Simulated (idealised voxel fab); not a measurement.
voxel self aligned contacts: a process module
It is cross-section cut that appears here, measuring 300 nm in width, its square cells being 5 nm in size.
Just so we're on the same page, the cross-sections are grids of square cells, and they're listed out in bands top to bottom, each band one or more rows deep. The band entry comprises the height of the band's top followed by the height of its bottom, expressed in nm, and subsequently the band's materials from left to right, each stated together with its width in nm. Where a single material is marked with the word "throughout", that material fills the band from edge to edge. The word "blank" represents empty space. Below 0: as-received wafer, all one material; heights counted from there. Lowest band: no bottom, goes on down, written "z 0 and below". It should be noted that a width expressed as "30..40" varies in equal increments from row to row of cells within the band, taking the value of the first number at the top row and that of the second number at the bottom row. Step note "left unchanged" = no cross-section cell changed. "Enclosed internal cavities" means: voids of 8 cells or more that are shut off from the top with no open way through. Written width x height at distance, distance from the left edge, in nm. Formally, on a step line, whatever follows the settings is a remark that the simulator itself makes on the step. "overlay nm" answers the question of how far to the right of plan the mask lay on a step that has a mask, and when it is negative the answer is to the left.
Below is the list of planned process steps
1,RECEIVE (material Si)
2,OXIDIZE (depth nm 5)
3,DIRECTIONAL_DEP (material polySi; thk nm 30)
4,DIRECTIONAL_DEP (material SiN; thk nm 15)
5,DIRECTIONAL_DEP (material aC; thk nm 15)
6,PATTERN (tone cover; mask id GATE; material resist; width nm 30; pitch nm 55; thk nm 30; overlay nm 0)
7,DIRECTIONAL_ETCH (etch materials aC; depth nm 15)
8,STRIP (etch materials resist)
9,DIRECTIONAL_ETCH (etch materials SiN; depth nm 15)
10,DIRECTIONAL_ETCH (etch materials polySi; depth nm 30)
11,STRIP (etch materials aC)
12,CONFORMAL_DEP (material SiN; thk nm 5)
13,DIRECTIONAL_ETCH (etch materials SiN; depth nm 5)
14,FILL_DEP (material SiO2; thk nm 15)
15,CMP (height nm 50)
16,MASKED_ETCH (tone open; mask id CONTACT; width nm 35; etch materials SiO2; depth nm 55; overlay nm 0)
17,CONFORMAL_DEP (material TiN; thk nm 5)
18,FILL_DEP (material Ru; thk nm 5)
19,CMP (height nm 50)
20,CONFORMAL_DEP (material SiCN; thk nm 5)
Shown in cross-section is the wafer as received, that is, as it stands after step 1
z 0 and below = Si throughout
Enclosed internal cavities: none
Cross-section taken at module completion on the first of two wafers; processed per the plan
z 55 to 50 = SiCN throughout
z 50 to 45 = 130 SiO2, 15 TiN, 5 Ru, 15 TiN, 135 SiO2
z 45 to 30 = 100 SiO2, 40 SiN, 5 TiN, 5 Ru, 5 TiN, 40 SiN, 105 SiO2
z 30 to 0 = 100 SiO2, 5 SiN, 30 polySi, 5 SiN, 5 TiN, 5 Ru, 5 TiN, 5 SiN, 30 polySi, 5 SiN, 105 SiO2
z 0 to -5 = 140 SiO2, 15 TiN, 145 SiO2
z -5 and below = Si throughout
Enclosed internal cavities: none
Wafer two cross-section, module end. Start and plan unchanged from wafer one; one mistake made during the run
z 55 to 50 = SiCN throughout
z 50 to 45 = 130 SiO2, 15 TiN, 5 Ru, 15 TiN, 135 SiO2
z 45 to 40 = 100 SiO2, 40 SiN, 5 TiN, 5 Ru, 5 TiN, 40 SiN, 105 SiO2
z 40 to 35 = 100 SiO2, 40 SiN, 15 TiN, 40 SiN, 105 SiO2
z 35 to 30 = SiN throughout
z 30 to 0 = polySi throughout
z 0 to -5 = SiO2 throughout
z -5 and below = Si throughout
Enclosed internal cavities: none
Finding, execution versus plan: not per plan at step 9, really ran DIRECTIONAL_ETCH (etch materials SiN; depth nm 10)
Once processing is complete, comparing cell counts shows that the second wafer has more or fewer of certain materials than the first: -8 Ru | +20 SiN | -284 SiO2 | -16 TiN | +288 polySi
